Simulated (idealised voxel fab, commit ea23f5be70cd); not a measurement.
The document below concerns the process module designated voxel wiring stack.
cross-section cut | 290 nm wide | cells 5 nm
We lay out every cross-section as a grid of square cells and spell it out in bands from the top down, where one band means one or more rows of cells.
What a band's entry tells you: where the top is and where the bottom is, as heights in nm, and after that what lies inside, material by material from left to right, each with its width in nm. Empty space is written as the word "blank", and a single material marked with the word "edge to edge" occupies the band from edge to edge.
Ref level 0: as-received wafer is one material below here. Bottom band extends down with no lower bound ("from 0 down").
Think of "30 to 40" as a width that walks from the first number to the second as you go down the band, top row to bottom row, taking equal-sized steps from row to row.
Where the words "no change" appear for a step, the cross-section shows no cell changed by that step; every cell remained as before.
You'll see "Closed void listing" listing empty spaces that have no way open to the top, as long as they're 8 cells or more; the notation is width x height at distance, where the distance is from the left edge, and all of it is in nm.
Formally, on a step line, whatever follows the settings is a remark that the simulator itself makes on the step.
overlay nm: how far to the right of its planned place the mask lay on this masked step (negative: to the left).
Planned process steps:
- 1: RECEIVE with material Si
- 2: CONFORMAL_DEP with material SiO2, thk nm 15
- 3: DIRECTIONAL_DEP with material TiN, thk nm 5
- 4: DIRECTIONAL_DEP with material Ru, thk nm 25
- 5: PATTERN with tone cover, mask id METAL_1, material resist, width nm 30, pitch nm 50, thk nm 20, overlay nm 0
- 6: DIRECTIONAL_ETCH with etch materials Ru, depth nm 25
- 7: DIRECTIONAL_ETCH with etch materials TiN, depth nm 5
- 8: STRIP with etch materials resist
- 9: FILL_DEP with material lowk, thk nm 10
- 10: CMP with height nm 45
- 11: CONFORMAL_DEP with material SiCN, thk nm 5
- 12: DIRECTIONAL_DEP with material lowk, thk nm 20
- 13: MASKED_ETCH with tone open, mask id PLUG_1, width nm 15, pitch nm 50, etch materials lowk, depth nm 20, overlay nm 0
- 14: MASKED_ETCH with tone open, mask id PLUG_1, width nm 15, pitch nm 50, etch materials SiCN, depth nm 5, overlay nm 0
- 15: CONFORMAL_DEP with material TiN, thk nm 5
- 16: FILL_DEP with material Cu, thk nm 5
- 17: CMP with height nm 70
- 18: DIRECTIONAL_DEP with material TiN, thk nm 5
- 19: DIRECTIONAL_DEP with material Ru, thk nm 15
- 20: DIRECTIONAL_DEP with material aC, thk nm 15
- 21: PATTERN with tone cover, mask id METAL_2, material resist, width nm 30, pitch nm 50, thk nm 30, overlay nm 0
- 22: DIRECTIONAL_ETCH with etch materials aC, depth nm 15
- 23: STRIP with etch materials resist
- 24: DIRECTIONAL_ETCH with etch materials Ru, depth nm 15
- 25: DIRECTIONAL_ETCH with etch materials TiN, depth nm 5
- 26: STRIP with etch materials aC
- 27: CONFORMAL_DEP with material SiCN, thk nm 5
- 28: FILL_DEP with material lowk, thk nm 10
- 29: CMP with height nm 90
- 30: CONFORMAL_DEP with material SiN, thk nm 5
Here's what the wafer looked like in cross-section when it arrived - that's after step 1:
	from 0 down = Si edge to edge
	Closed void listing: none
Final wafer profile in cross-section after the module, from the same start and plan as above, with one mistake made during processing:
	from 95 to 90 = SiN edge to edge
	from 90 to 75 = 100 lowk | 5 SiCN | 30 Ru | 5 SiCN | 10 lowk | 5 SiCN | 30 Ru | 5 SiCN | 100 lowk
	from 75 to 70 = 105 SiCN | 30 TiN | 20 SiCN | 30 TiN | 105 SiCN
	from 70 to 50 = 105 lowk | 5 TiN | 5 Cu | 5 TiN | 35 lowk | 5 TiN | 5 Cu | 5 TiN | 120 lowk
	from 50 to 45 = 105 SiCN | 15 TiN | 35 SiCN | 15 TiN | 120 SiCN
	from 45 to 20 = 105 lowk | 30 Ru | 20 lowk | 30 Ru | 105 lowk
	from 20 to 15 = 105 lowk | 30 TiN | 20 lowk | 30 TiN | 105 lowk
	from 15 to 0 = Ru edge to edge
	from 0 down = Si edge to edge
	Closed void listing: none
Which mistake was made when the wafer was run? in deviation from the planned setting, step 2 was conducted as CONFORMAL_DEP with material Ru, thk nm 15
